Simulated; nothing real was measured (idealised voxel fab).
This is a process module. Its name is voxel double patterning.
Cross-sectional view cut (width: 155 nm; square cell size: 5 nm).
Heads up, the way a cross-section reads in here is a grid of square cells, handed over as bands from the top down, with every band being one or more rows of cells. First you get the band's top height and its bottom height, in nm, and then the materials it's made of, left to right, with each width in nm. If you see a single material with "everywhere", that one covers the band edge to edge. "blank" is empty space. For the purposes of this specification, 0 denotes the height below which the wafer in its as-received condition is composed wholly of one material, and the lowermost band, lacking a lower limit, extends downward without end, as expressed in "z 0 and below". A width given as "30 to 40" starts at the first number in the band's top row and ends at the second number in its bottom row, shifting by an equal amount at every step from row to row. Reading "left unchanged" for a step: not a cell of the cross-section changed in it. The label "Sealed void inventory" introduces a list of the empty spaces, 8 cells or larger, that have no open way up to the top; each entry in it reads width x height at distance, where the distance is taken from the left edge and all three are stated in nm. Formally, on a step line, whatever follows the settings is a remark that the simulator itself makes on the step. overlay nm: step with mask; distance mask lay right of planned place; negative value = left of planned place.

# These are the steps we planned for the process
1,RECEIVE with material Si
2,CONFORMAL_DEP with material SiO2, thk nm 10
3,DIRECTIONAL_DEP with material TiN, thk nm 15
4,DIRECTIONAL_DEP with material SiCN, thk nm 10
5,DIRECTIONAL_DEP with material aC, thk nm 15
6,PATTERN with tone open, mask id FIRST, material resist, width nm 15, pitch nm 50, thk nm 35, overlay nm 0
7,DIRECTIONAL_ETCH with etch materials aC, depth nm 15
8,STRIP with etch materials resist
9,DIRECTIONAL_ETCH with etch materials SiCN, depth nm 10
10,STRIP with etch materials aC
11,MASKED_ETCH with tone open, mask id SECOND, width nm 15, pitch nm 50, etch materials SiCN, depth nm 10, overlay nm 0
12,DIRECTIONAL_ETCH with etch materials TiN, depth nm 15
13,STRIP with etch materials SiCN

# The first wafer of two, processed as planned

# Wafer as received: cross-section following step 1
z 0 and below  Si everywhere
Sealed void inventory: none

# After step 2, in cross-section
z 10 to 0  SiO2 everywhere
At heights below 0, the structure remains unaltered.

# After step 3, in cross-section
z 25 to 10  TiN everywhere
At heights below 10, the structure remains unaltered.

# After step 4, in cross-section
z 35 to 25  SiCN everywhere
At heights below 25, the structure remains unaltered.

# After step 5, in cross-section
z 50 to 35  aC everywhere
At heights below 35, the structure remains unaltered.

# After step 6, in cross-section
z 85 to 50  resist (20)  blank (15)  resist (35)  blank (15)  resist (35)  blank (15)  resist (20)
At heights below 50, the structure remains unaltered.

# After step 7, in cross-section
z 70 to 50  resist (20)  blank (15)  resist (35)  blank (15)  resist (35)  blank (15)  resist (20)
z 50 to 35  aC (20)  blank (15)  aC (35)  blank (15)  aC (35)  blank (15)  aC (20)
At heights below 35, the structure remains unaltered.

# After step 8, in cross-section
z 50 to 35  aC (20)  blank (15)  aC (35)  blank (15)  aC (35)  blank (15)  aC (20)
At heights below 35, the structure remains unaltered.

# After step 9, in cross-section
z 50 to 35  aC (20)  blank (15)  aC (35)  blank (15)  aC (35)  blank (15)  aC (20)
z 35 to 25  SiCN (20)  blank (15)  SiCN (35)  blank (15)  SiCN (35)  blank (15)  SiCN (20)
At heights below 25, the structure remains unaltered.

# After step 10, in cross-section
z 35 to 25  SiCN (20)  blank (15)  SiCN (35)  blank (15)  SiCN (35)  blank (15)  SiCN (20)
At heights below 25, the structure remains unaltered.

# After step 11, in cross-section
z 35 to 25  SiCN (20)  blank (15)  SiCN (10)  blank (15)  SiCN (10)  blank (15)  SiCN (10)  blank (15)  SiCN (10)  blank (15)  SiCN (20)
At heights below 25, the structure remains unaltered.

# After step 12, in cross-section
z 35 to 25  SiCN (20)  blank (15)  SiCN (10)  blank (15)  SiCN (10)  blank (15)  SiCN (10)  blank (15)  SiCN (10)  blank (15)  SiCN (20)
z 25 to 10  TiN (20)  blank (15)  TiN (10)  blank (15)  TiN (10)  blank (15)  TiN (10)  blank (15)  TiN (10)  blank (15)  TiN (20)
At heights below 10, the structure remains unaltered.

# After step 13, in cross-section
z 25 to 10  TiN (20)  blank (15)  TiN (10)  blank (15)  TiN (10)  blank (15)  TiN (10)  blank (15)  TiN (10)  blank (15)  TiN (20)
At heights below 10, the structure remains unaltered.

# Second wafer: same start and same plan as the first, one execution error; identical to the first through step 10

# Second wafer shown in cross-section at the time step 11 was slated to end
z 35 to 25  blank (45)  SiCN (15)  blank (35)  SiCN (15)  blank (45)
At heights below 25, the structure remains unaltered.

# Second wafer shown in cross-section at the time step 12 was slated to end
z 35 to 25  blank (45)  SiCN (15)  blank (35)  SiCN (15)  blank (45)
z 25 to 10  blank (45)  TiN (15)  blank (35)  TiN (15)  blank (45)
At heights below 10, the structure remains unaltered.

# Second wafer shown in cross-section at the time step 13 was slated to end
z 25 to 10  blank (45)  TiN (15)  blank (35)  TiN (15)  blank (45)
At heights below 10, the structure remains unaltered.
Want to know what went wrong? step 11, actual vs plan mismatch, actual run MASKED_ETCH with tone cover, mask id SECOND, width nm 15, pitch nm 50, etch materials SiCN, depth nm 10, overlay nm 0
The second wafer ends with more or fewer cells of some materials than the first, per final count: -30 TiN
